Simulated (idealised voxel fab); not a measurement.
This is a process module. Its name is voxel transistor to metal.
Square cells of 5 nm make up the cross-section cut, whose width is 265 nm.
We lay out every cross-section as a grid of square cells and spell it out in bands from the top down, where one band means one or more rows of cells. This entry defines a band. It first specifies the height of the band's top and the height of its bottom in nm, and then specifies the band's materials from left to right, stating each material with its width in nm. The word "full width" identifies a single material that fills the band from edge to edge, while the word "blank" identifies empty space. Height 0 is the level under which the wafer as received is all one material. The lowest band goes on downwards, as in "top 0, no bottom". When a width is written as two numbers, as in "30 to 40", the first number is the width in the top row of cells of the band and the second is the width in its bottom row, and the width changes by the same amount from each row to the next. Step note "identical to before" = no cross-section cell changed. You'll see "Fully sealed cavities" listing empty spaces that have no way open to the top, as long as they're 8 cells or more; the notation is width x height at distance, where the distance is from the left edge, and all of it is in nm. What comes after the settings on a step's line is commentary from the simulator itself on that step. overlay nm: step with mask; distance mask lay right of planned place; negative value = left of planned place.
[Steps planned for the process]
1 op RECEIVE | material Si
2 op CONFORMAL_DEP | material SiO2 | thk nm 5
3 op CONFORMAL_DEP | material SiN | thk nm 10
4 op PATTERN | tone cover | mask id ACTIVE | material resist | width nm 105 | pitch nm 125 | thk nm 15 | overlay nm 0
5 op DIRECTIONAL_ETCH | etch materials SiN | depth nm 10
6 op DIRECTIONAL_ETCH | etch materials SiO2 | depth nm 5
7 op DIRECTIONAL_ETCH | etch materials Si | depth nm 35
8 op STRIP | etch materials resist
9 op OXIDIZE | depth nm 5
10 op FILL_DEP | material SiO2 | thk nm 15
11 op CMP | height nm 15
12 op SELECTIVE_ETCH | etch materials SiO2 | depth nm 5
13 op STRIP | etch materials SiN
14 op SELECTIVE_ETCH | etch materials SiO2 | depth nm 5
15 op OXIDIZE | depth nm 5
16 op DIRECTIONAL_DEP | material polySi | thk nm 20
17 op DIRECTIONAL_DEP | material SiCN | thk nm 15
18 op PATTERN | tone cover | mask id GATE | material resist | width nm 25 | pitch nm 125 | thk nm 20 | overlay nm 0
19 op DIRECTIONAL_ETCH | etch materials SiCN | depth nm 25
20 op DIRECTIONAL_ETCH | etch materials polySi | depth nm 30
21 op STRIP | etch materials resist
22 op CONFORMAL_DEP | material SiO2 | thk nm 5
23 op DIRECTIONAL_ETCH | etch materials SiO2 | depth nm 5
24 op CONFORMAL_DEP | material SiN | thk nm 5
25 op DIRECTIONAL_ETCH | etch materials SiN | depth nm 5
26 op DIRECTIONAL_ETCH | etch materials SiO2 | depth nm 5
27 op DIRECTIONAL_ETCH | etch materials Si | depth nm 15
28 op EPI | material pSi | thk nm 20
29 op FILL_DEP | material SiO2 | thk nm 5
30 op CMP | height nm 35
31 op DIRECTIONAL_DEP | material SiO2 | thk nm 15
32 op MASKED_ETCH | tone open | mask id CONTACT | width nm 30 | etch materials SiO2 | depth nm 50 | overlay nm 0
33 op CONFORMAL_DEP | material TiN | thk nm 5
34 op FILL_DEP | material W | thk nm 5
35 op CMP | height nm 50
36 op CONFORMAL_DEP | material SiCN | thk nm 5
37 op DIRECTIONAL_DEP | material lowk | thk nm 20
38 op MASKED_ETCH | tone open | mask id METAL_1 | width nm 20 | etch materials lowk | depth nm 20 | overlay nm 0
39 op MASKED_ETCH | tone open | mask id METAL_1 | width nm 20 | etch materials SiCN | depth nm 5 | overlay nm 0
40 op CONFORMAL_DEP | material TiN | thk nm 5
41 op FILL_DEP | material Cu | thk nm 5
42 op CMP | height nm 75
43 op CONFORMAL_DEP | material SiCN | thk nm 5
44 op DIRECTIONAL_DEP | material lowk | thk nm 25
45 op PATTERN | tone open | mask id METAL_2_HOLES | material resist | width nm 15 | pitch nm 125 | thk nm 15 | overlay nm 0
46 op DIRECTIONAL_ETCH | etch materials lowk | depth nm 35
47 op STRIP | etch materials resist
48 op DIRECTIONAL_DEP | material aC | thk nm 10
49 op PATTERN | tone open | mask id METAL_2 | material resist | width nm 20 | pitch nm 125 | thk nm 25 | overlay nm 0
50 op DIRECTIONAL_ETCH | etch materials aC | depth nm 10
51 op STRIP | etch materials resist
52 op DIRECTIONAL_ETCH | etch materials lowk | depth nm 20
53 op DIRECTIONAL_ETCH | etch materials SiCN | depth nm 5
54 op STRIP | etch materials aC
55 op CONFORMAL_DEP | material TiN | thk nm 5
56 op FILL_DEP | material Cu | thk nm 10
57 op CMP | height nm 115
58 op CONFORMAL_DEP | material SiN | thk nm 5
Where the wafers of this document differ is in the thk nm of step 44; they start out the same, and the plan states the value that applied to the first wafer.
[Cross-section of the first of several wafers on receipt, reflecting completion of step 1]
  top 0, no bottom = Si full width
  Fully sealed cavities: none
[each wafer at the end: cells of each material gained (+) or lost (-) since it was received, then its closed voids]
thk nm 25 | +105 Cu | -218 Si | +114 SiCN | +85 SiN | +354 SiO2 | +209 TiN | +80 W | +375 lowk | +128 pSi | +40 polySi | Fully sealed cavities: none
thk nm 30 | +54 Cu | -218 Si | +114 SiCN | +85 SiN | +354 SiO2 | +213 TiN | +80 W | +422 lowk | +128 pSi | +40 polySi | Fully sealed cavities: none
thk nm 35 | +52 Cu | -218 Si | +114 SiCN | +85 SiN | +354 SiO2 | +168 TiN | +80 W | +469 lowk | +128 pSi | +40 polySi | Fully sealed cavities: none
thk nm 40 | +50 Cu | -218 Si | +114 SiCN | +85 SiN | +354 SiO2 | +168 TiN | +80 W | +471 lowk | +128 pSi | +40 polySi | Fully sealed cavities: none
thk nm 45 | +48 Cu | -218 Si | +114 SiCN | +85 SiN | +354 SiO2 | +168 TiN | +80 W | +473 lowk | +128 pSi | +40 polySi | Fully sealed cavities: none
thk nm 50 | +46 Cu | -218 Si | +114 SiCN | +85 SiN | +354 SiO2 | +168 TiN | +80 W | +475 lowk | +128 pSi | +40 polySi | Fully sealed cavities: none
